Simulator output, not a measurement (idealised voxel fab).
voxel ribs on slabs: a process module
Cross-sectional view cut (width: 200 nm; square cell size: 5 nm).
Bands, listed from the top down, are how a cross-section gets written in this document; the cross-section itself is a grid of square cells, and a band is one or more rows of them. First you get the band's top height and its bottom height, in nm, and then the materials it's made of, left to right, with each width in nm. If you see a single material with "throughout", that one covers the band edge to edge. "empty" is empty space. Heights are measured from 0, the level below which the as-received wafer is all one material; the lowest band has no bottom and continues downward, written as in "z 0 and below". The notation "30->40" denotes a width that varies across the rows of cells in the band, beginning at the first number in the top row, finishing at the second number in the bottom row, and changing by an identical amount from each row to the next. "no change" (step): cross-section cells unchanged, all of them. So "Closed void roster" is basically the list of trapped voids: any empty space of 8 cells or more that can't reach the top through an opening. They're written width x height at distance, the distance being from the left edge, and it's all nm. after a step's settings: what the simulator itself notes on the step. overlay nm: step with mask; distance mask lay right of planned place; negative value = left of planned place.
-- These are the steps we planned for the process
1: RECEIVE: material Si
2: DIRECTIONAL_DEP: material SiO2, thk nm 30
3: DIRECTIONAL_DEP: material polySi, thk nm 15
4: MASKED_ETCH: tone cover, mask id RIB, width nm 15, etch materials polySi, depth nm 10, overlay nm 0
5: PATTERN: tone cover, mask id SLAB, material resist, width nm 55, thk nm 15, overlay nm 0
6: DIRECTIONAL_ETCH: etch materials polySi, depth nm 5
7: STRIP: etch materials resist
8: FILL_DEP: material SiO2, thk nm 20
9: CMP: height nm 55
10: DIRECTIONAL_DEP: material W, thk nm 5
11: MASKED_ETCH: tone cover, mask id HEATER, width nm 25, etch materials W, depth nm 5, overlay nm 0
12: CONFORMAL_DEP: material SiN, thk nm 5
-- first wafer, as planned
-- Step 1 complete: cross-section of the wafer as received
- z 0 and below: Si throughout
- Closed void roster: none
-- After step 2: wafer cross-section
- z 30 to 0: SiO2 throughout
- Below 0, no change.
-- After step 3: wafer cross-section
- z 45 to 30: polySi throughout
- Below 30, no change.
-- After step 4: wafer cross-section
- z 45 to 35: empty (90), polySi (15), empty (95)
- Below 35, no change.
-- After step 5: wafer cross-section
- z 60 to 45: empty (70), resist (55), empty (75)
- z 45 to 35: empty (70), resist (20), polySi (15), resist (20), empty (75)
- Below 35, no change.
-- After step 6: wafer cross-section
- z 60 to 45: empty (70), resist (55), empty (75)
- z 45 to 35: empty (70), resist (20), polySi (15), resist (20), empty (75)
- z 35 to 30: empty (70), polySi (55), empty (75)
- Below 30, no change.
-- After step 7: wafer cross-section
- z 45 to 35: empty (90), polySi (15), empty (95)
- Below 35, no change.
-- After step 8: wafer cross-section
- z 65 to 45: SiO2 throughout
- z 45 to 35: SiO2 (90), polySi (15), SiO2 (95)
- z 35 to 30: SiO2 (70), polySi (55), SiO2 (75)
- Below 30, no change.
-- After step 9: wafer cross-section
- z 55 to 45: SiO2 throughout
- Below 45, no change.
-- After step 10: wafer cross-section
- z 60 to 55: W throughout
- Below 55, no change.
-- After step 11: wafer cross-section
- z 60 to 55: empty (85), W (25), empty (90)
- Below 55, no change.
-- After step 12: wafer cross-section
- z 65 to 60: empty (80), SiN (35), empty (85)
- z 60 to 55: SiN (85), W (25), SiN (90)
- Below 55, no change.
-- Here the second wafer is described. Its start and its plan were those of the first wafer. Its run contained one mistake. Up to and including step 2, it did exactly what the first wafer did
-- Second wafer profile in section, at the moment step 3 of the plan was meant to be complete
- z 50 to 30: polySi throughout
- Below 30, no change.
-- Second wafer profile in section, at the moment step 4 of the plan was meant to be complete
- z 50 to 40: empty (90), polySi (15), empty (95)
- Below 40, no change.
-- Second wafer profile in section, at the moment step 5 of the plan was meant to be complete
- z 65 to 50: empty (70), resist (55), empty (75)
- z 50 to 40: empty (70), resist (20), polySi (15), resist (20), empty (75)
- Below 40, no change.
-- Second wafer profile in section, at the moment step 6 of the plan was meant to be complete
- z 65 to 50: empty (70), resist (55), empty (75)
- z 50 to 40: empty (70), resist (20), polySi (15), resist (20), empty (75)
- z 40 to 35: empty (70), polySi (55), empty (75)
- Below 35, no change.
-- Second wafer profile in section, at the moment step 7 of the plan was meant to be complete
- z 50 to 40: empty (90), polySi (15), empty (95)
- Below 40, no change.
-- Second wafer profile in section, at the moment step 8 of the plan was meant to be complete
- z 70 to 50: SiO2 throughout
- z 50 to 40: SiO2 (90), polySi (15), SiO2 (95)
- z 40 to 35: SiO2 (70), polySi (55), SiO2 (75)
- Below 35, no change.
-- Second wafer profile in section, at the moment step 9 of the plan was meant to be complete
- z 55 to 50: SiO2 throughout
- Below 50, no change.
-- Second wafer profile in section, at the moment step 10 of the plan was meant to be complete
- z 60 to 55: W throughout
- Below 55, no change.
-- Second wafer profile in section, at the moment step 11 of the plan was meant to be complete
- z 60 to 55: empty (85), W (25), empty (90)
- Below 55, no change.
-- Second wafer profile in section, at the moment step 12 of the plan was meant to be complete
- z 65 to 60: empty (80), SiN (35), empty (85)
- z 60 to 55: SiN (85), W (25), SiN (90)
- Below 55, no change.
Processing error: planned and actual differ for step 3; actual: DIRECTIONAL_DEP: material polySi, thk nm 20
Heads up, by the end the second wafer has more or fewer cells of some materials compared to the first: -40 SiO2 | +40 polySi
